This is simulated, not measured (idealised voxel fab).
The name of this process module is voxel ribs on slabs.
Square cells of 5 nm make up the cross-section cut, whose width is 265 nm.
Cross-section = grid of square cells, listed top down in bands; band = one or more rows. Read a band's entry like this: the first values are the height of its top and the height of its bottom in nm, and what follows is the sequence of materials from left to right, each with its width in nm. Note that "air" is empty space, and that a single material marked "everywhere" reaches across the band from edge to edge. Convention: height 0 is the level below which the wafer, as received, is all one material. The lowest band does not terminate at the bottom but continues downward, represented as "0..down". Read "30..40" as a graded width: first number on top, second number at the bottom, same change between each pair of neighbouring rows. Any step labelled "nothing was modified" changed none of the cells in the cross-section. Empty spaces counting at least 8 cells and having no open way to the top are listed in "Sealed void listing". The notation width x height at distance is used for each, the distance being from the left edge and all three values in nm. It should be noted that, on the line of a given step, the content following the step's settings is a remark produced by the simulator itself with respect to that step. "overlay nm", when on a step's line for a step with a mask, measures how far to the right of its planned place the mask lay; a negative measure means to the left.
The process steps that were planned are listed below:
1,RECEIVE,material Si
2,DIRECTIONAL_DEP,material SiO2,thk nm 30
3,DIRECTIONAL_DEP,material polySi,thk nm 20
4,DIRECTIONAL_DEP,material aC,thk nm 15
5,PATTERN,tone cover,mask id RIB,material resist,width nm 30,thk nm 35,overlay nm 0
6,DIRECTIONAL_ETCH,etch materials aC,depth nm 15
7,STRIP,etch materials resist
8,DIRECTIONAL_ETCH,etch materials polySi,depth nm 10
9,STRIP,etch materials aC
10,DIRECTIONAL_DEP,material aC,thk nm 10
11,PATTERN,tone cover,mask id SLAB,material resist,width nm 80,thk nm 25,overlay nm 0
12,DIRECTIONAL_ETCH,etch materials aC,depth nm 10
13,STRIP,etch materials resist
14,DIRECTIONAL_ETCH,etch materials polySi,depth nm 10
15,STRIP,etch materials aC
16,FILL_DEP,material SiO2,thk nm 25
17,CMP,height nm 70
18,DIRECTIONAL_DEP,material W,thk nm 10
19,MASKED_ETCH,tone cover,mask id HEATER,width nm 40,etch materials W,depth nm 10,overlay nm 0
20,CONFORMAL_DEP,material SiO2,thk nm 10
Step 1 complete: cross-section of the wafer as received:
	0..down: Si everywhere
	Sealed void listing: none
As-planned run: cross-section of the first of two wafers at end of module:
	90..80: 100 nm air  60 nm SiO2  105 nm air
	80..70: 110 nm SiO2  40 nm W  115 nm SiO2
	70..50: SiO2 everywhere
	50..40: 115 nm SiO2  30 nm polySi  120 nm SiO2
	40..30: 90 nm SiO2  80 nm polySi  95 nm SiO2
	30..0: SiO2 everywhere
	0..down: Si everywhere
	Sealed void listing: none
Here's the second of our two wafers sectioned at module end. Same start as the first, same plan, but one mistake got made running it:
	90..80: 100 nm air  60 nm SiO2  105 nm air
	80..70: 110 nm SiO2  40 nm W  115 nm SiO2
	70..50: SiO2 everywhere
	50..40: 110 nm SiO2  30 nm polySi  125 nm SiO2
	40..30: 90 nm SiO2  80 nm polySi  95 nm SiO2
	30..0: SiO2 everywhere
	0..down: Si everywhere
	Sealed void listing: none
It is concluded that the wafer was processed incorrectly with respect to the plan, in that not per plan at step 5, really ran PATTERN,tone cover,mask id RIB,material resist,width nm 30,thk nm 35,overlay nm -5
Same inventory, different map: at the end, the second wafer holds as many cells of each material as the first, placed elsewhere.
